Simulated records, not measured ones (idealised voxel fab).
Documented hereafter: the process module known as voxel quadruple lines.
Xsec cut, 205 nm wide, square cell size 5 nm.
Cross-section spec: square-cell grid; bands listed top down; each band is one or more rows.
For a band, the entry starts with two heights in nm, that of the top and then that of the bottom, and carries on with the band's materials in order from left to right, each alongside its width in nm; the word "full width" beside a single material means it fills the band edge to edge, and "empty" means empty space.
We count height from 0. Below that, the starting wafer is all one material. The lowest band never ends at the bottom but goes on down; see "from 0 down" for how that is written.
Per-row width for "30..40": begins at first number (top row of band), ends at second number (bottom row), increment between rows held constant.
You'll sometimes find "no modifications" written for a step, and that's the way of saying that nowhere in the cross-section did a cell change during that step.
For the entry "Sealed internal voids", the listed items are empty spaces with no open way to the top whose size is 8 cells or more; each item follows the pattern width x height at distance, where distance is from the left edge and all three are in nm.
The remark found on a step's line after its settings is issued by the simulator itself and pertains to that step.
A step's line can hold "overlay nm"; with a mask on that step, the setting says how far right of the planned place the mask lay, while a negative setting says it lay to the left.

[The process steps that were planned are listed below]
- 1: RECEIVE [material Si]
- 2: CONFORMAL_DEP [material SiO2] [thk nm 5]
- 3: DIRECTIONAL_DEP [material Ru] [thk nm 15]
- 4: DIRECTIONAL_DEP [material polySi] [thk nm 15]
- 5: DIRECTIONAL_DEP [material aC] [thk nm 20]
- 6: PATTERN [tone cover] [mask id MANDREL] [material resist] [width nm 25] [thk nm 25] [overlay nm 0]
- 7: DIRECTIONAL_ETCH [etch materials aC] [depth nm 20]
- 8: STRIP [etch materials resist]
- 9: CONFORMAL_DEP [material SiO2] [thk nm 15]
- 10: DIRECTIONAL_ETCH [etch materials SiO2] [depth nm 15]
- 11: STRIP [etch materials aC]
- 12: DIRECTIONAL_ETCH [etch materials polySi] [depth nm 15]
- 13: STRIP [etch materials SiO2]
- 14: CONFORMAL_DEP [material SiCN] [thk nm 5]
- 15: DIRECTIONAL_ETCH [etch materials SiCN] [depth nm 5]
- 16: STRIP [etch materials polySi]
- 17: DIRECTIONAL_ETCH [etch materials Ru] [depth nm 15]
- 18: STRIP [etch materials SiCN]
- 19: FILL_DEP [material lowk] [thk nm 5]
- 20: CMP [height nm 20]

[First of two wafers: run as planned]

[Incoming wafer in cross-section (state: after step 1)]
> from 0 down = Si full width
> Sealed internal voids: none

[State of the wafer after step 2, shown in cross-section]
> from 5 to 0 = SiO2 full width
> Everything below 0 is unchanged.

[State of the wafer after step 3, shown in cross-section]
> from 20 to 5 = Ru full width
> Everything below 5 is unchanged.

[State of the wafer after step 4, shown in cross-section]
> from 35 to 20 = polySi full width
> Everything below 20 is unchanged.

[State of the wafer after step 5, shown in cross-section]
> from 55 to 35 = aC full width
> Everything below 35 is unchanged.

[State of the wafer after step 6, shown in cross-section]
> from 80 to 55 = empty: 90  resist: 25  empty: 90
> Everything below 55 is unchanged.

[State of the wafer after step 7, shown in cross-section]
> from 60 to 55 = empty: 90  resist: 25  empty: 90
> from 55 to 35 = empty: 90  aC: 25  empty: 90
> Everything below 35 is unchanged.

[State of the wafer after step 8, shown in cross-section]
> from 55 to 35 = empty: 90  aC: 25  empty: 90
> Everything below 35 is unchanged.

[State of the wafer after step 9, shown in cross-section]
> from 70 to 55 = empty: 75  SiO2: 55  empty: 75
> from 55 to 50 = empty: 75  SiO2: 15  aC: 25  SiO2: 15  empty: 75
> from 50 to 35 = SiO2: 90  aC: 25  SiO2: 90
> Everything below 35 is unchanged.

[State of the wafer after step 10, shown in cross-section]
> from 55 to 35 = empty: 75  SiO2: 15  aC: 25  SiO2: 15  empty: 75
> Everything below 35 is unchanged.

[State of the wafer after step 11, shown in cross-section]
> from 55 to 35 = empty: 75  SiO2: 15  empty: 25  SiO2: 15  empty: 75
> Everything below 35 is unchanged.

[State of the wafer after step 12, shown in cross-section]
> from 55 to 35 = empty: 75  SiO2: 15  empty: 25  SiO2: 15  empty: 75
> from 35 to 20 = empty: 75  polySi: 15  empty: 25  polySi: 15  empty: 75
> Everything below 20 is unchanged.

[State of the wafer after step 13, shown in cross-section]
> from 35 to 20 = empty: 75  polySi: 15  empty: 25  polySi: 15  empty: 75
> Everything below 20 is unchanged.

[State of the wafer after step 14, shown in cross-section]
> from 40 to 35 = empty: 70  SiCN: 25  empty: 15  SiCN: 25  empty: 70
> from 35 to 25 = empty: 70  SiCN: 5  polySi: 15  SiCN: 5  empty: 15  SiCN: 5  polySi: 15  SiCN: 5  empty: 70
> from 25 to 20 = SiCN: 75  polySi: 15  SiCN: 25  polySi: 15  SiCN: 75
> Everything below 20 is unchanged.

[State of the wafer after step 15, shown in cross-section]
> from 35 to 20 = empty: 70  SiCN: 5  polySi: 15  SiCN: 5  empty: 15  SiCN: 5  polySi: 15  SiCN: 5  empty: 70
> Everything below 20 is unchanged.

[State of the wafer after step 16, shown in cross-section]
> from 35 to 20 = empty: 70  SiCN: 5  empty: 15  SiCN: 5  empty: 15  SiCN: 5  empty: 15  SiCN: 5  empty: 70
> Everything below 20 is unchanged.

[State of the wafer after step 17, shown in cross-section]
> from 35 to 20 = empty: 70  SiCN: 5  empty: 15  SiCN: 5  empty: 15  SiCN: 5  empty: 15  SiCN: 5  empty: 70
> from 20 to 5 = empty: 70  Ru: 5  empty: 15  Ru: 5  empty: 15  Ru: 5  empty: 15  Ru: 5  empty: 70
> Everything below 5 is unchanged.

[State of the wafer after step 18, shown in cross-section]
> from 20 to 5 = empty: 70  Ru: 5  empty: 15  Ru: 5  empty: 15  Ru: 5  empty: 15  Ru: 5  empty: 70
> Everything below 5 is unchanged.

[State of the wafer after step 19, shown in cross-section]
> from 25 to 20 = lowk full width
> from 20 to 5 = lowk: 70  Ru: 5  lowk: 15  Ru: 5  lowk: 15  Ru: 5  lowk: 15  Ru: 5  lowk: 70
> Everything below 5 is unchanged.

[State of the wafer after step 20, shown in cross-section]
> from 20 to 5 = lowk: 70  Ru: 5  lowk: 15  Ru: 5  lowk: 15  Ru: 5  lowk: 15  Ru: 5  lowk: 70
> Everything below 5 is unchanged.

[Notes, second wafer: start = first wafer's, plan = first wafer's, execution had one mistake; history identical to first through step 18]

[Second wafer cross-section, taken as of the time the plan sets for step 19 to be done]
> from 25 to 20 = SiO2 full width
> from 20 to 5 = SiO2: 70  Ru: 5  SiO2: 15  Ru: 5  SiO2: 15  Ru: 5  SiO2: 15  Ru: 5  SiO2: 70
> Everything below 5 is unchanged.

[Second wafer cross-section, taken as of the time the plan sets for step 20 to be done]
> from 20 to 5 = SiO2: 70  Ru: 5  SiO2: 15  Ru: 5  SiO2: 15  Ru: 5  SiO2: 15  Ru: 5  SiO2: 70
> Everything below 5 is unchanged.
Here's what went sideways: step 19 was not run as planned; what actually ran was FILL_DEP [material SiO2] [thk nm 5]
Once processing is complete, comparing cell counts shows that the second wafer has more or fewer of certain materials than the first: SiO2 +111; lowk -111
